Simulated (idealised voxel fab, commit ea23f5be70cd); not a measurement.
Process module in this document: voxel self aligned contacts
Displayed cross-section: cut, width of 205 nm, square cells sized 5 nm.
For the purposes of this document, a cross-section shall be understood as a grid of square cells, specified as bands listed in top-to-bottom order, each band consisting of one or more rows of cells.
Look at the band entry: it leads with the top's height and the bottom's height in nm. Then it lists the materials left to right, with a width in nm for each. The word "everywhere" on a single material says that material fills the band edge to edge. The word "air" is empty space.
We count height from 0. Below that, the starting wafer is all one material. The lowest band never ends at the bottom but goes on down; see "0 -> down" for how that is written.
Quick explanation for "30..40": the width changes in equal steps down the rows of cells, from the first number in the band's top row to the second number in its bottom row.
For the purposes of this document, the phrase "no change occurred" attached to a step denotes that no cell within the cross-section was modified by that step.
Heads up: "Voids lacking openings" only lists the empty pockets with no open path to the top that are 8 cells or more, and it writes them as width x height at distance, distance from the left edge, in nm.
Past the settings on a step's line: simulator remark, on that step.
If you see "overlay nm" on a step's line and that step has a mask, it's telling you how far right of where it was planned the mask ended up; a negative number means it went left instead.

Listed below are the process steps as planned:
1 RECEIVE (material Si)
2 CONFORMAL_DEP (material SiO2; thk nm 5)
3 DIRECTIONAL_DEP (material polySi; thk nm 20)
4 DIRECTIONAL_DEP (material SiN; thk nm 15)
5 MASKED_ETCH (tone cover; mask id GATE; width nm 30; pitch nm 65; etch materials SiN; depth nm 15; overlay nm 0)
6 MASKED_ETCH (tone cover; mask id GATE; width nm 30; pitch nm 65; etch materials polySi; depth nm 20; overlay nm 0)
7 CONFORMAL_DEP (material SiN; thk nm 5)
8 DIRECTIONAL_ETCH (etch materials SiN; depth nm 5)
9 FILL_DEP (material SiO2; thk nm 20)
10 CMP (height nm 50)
11 DIRECTIONAL_DEP (material aC; thk nm 10)
12 PATTERN (tone open; mask id CONTACT; material resist; width nm 45; thk nm 25; overlay nm 0)
13 DIRECTIONAL_ETCH (etch materials aC; depth nm 10)
14 STRIP (etch materials resist)
15 DIRECTIONAL_ETCH (etch materials SiO2; depth nm 50)
16 STRIP (etch materials aC)
17 CONFORMAL_DEP (material TiN; thk nm 5)
18 FILL_DEP (material W; thk nm 10)
19 CMP (height nm 50)
20 CONFORMAL_DEP (material SiN; thk nm 5)

as received, after step 1:
    0 -> down = Si everywhere
    Voids lacking openings: none

Final cross-section, module run with one mistake (start and plan as above):
    45 -> 40 = SiN everywhere
    40 -> 25 = 50 nm SiO2, 40 nm SiN, 5 nm TiN, 15 nm W, 5 nm TiN, 40 nm SiN, 50 nm SiO2
    25 -> 5 = 50 nm SiO2, 5 nm SiN, 30 nm polySi, 5 nm SiN, 5 nm TiN, 15 nm W, 5 nm TiN, 5 nm SiN, 30 nm polySi, 5 nm SiN, 50 nm SiO2
    5 -> 0 = 90 nm SiO2, 25 nm TiN, 90 nm SiO2
    0 -> down = Si everywhere
    Voids lacking openings: none
Nonconformance to the process plan: planned and actual differ for step 19; actual: CMP (height nm 40)
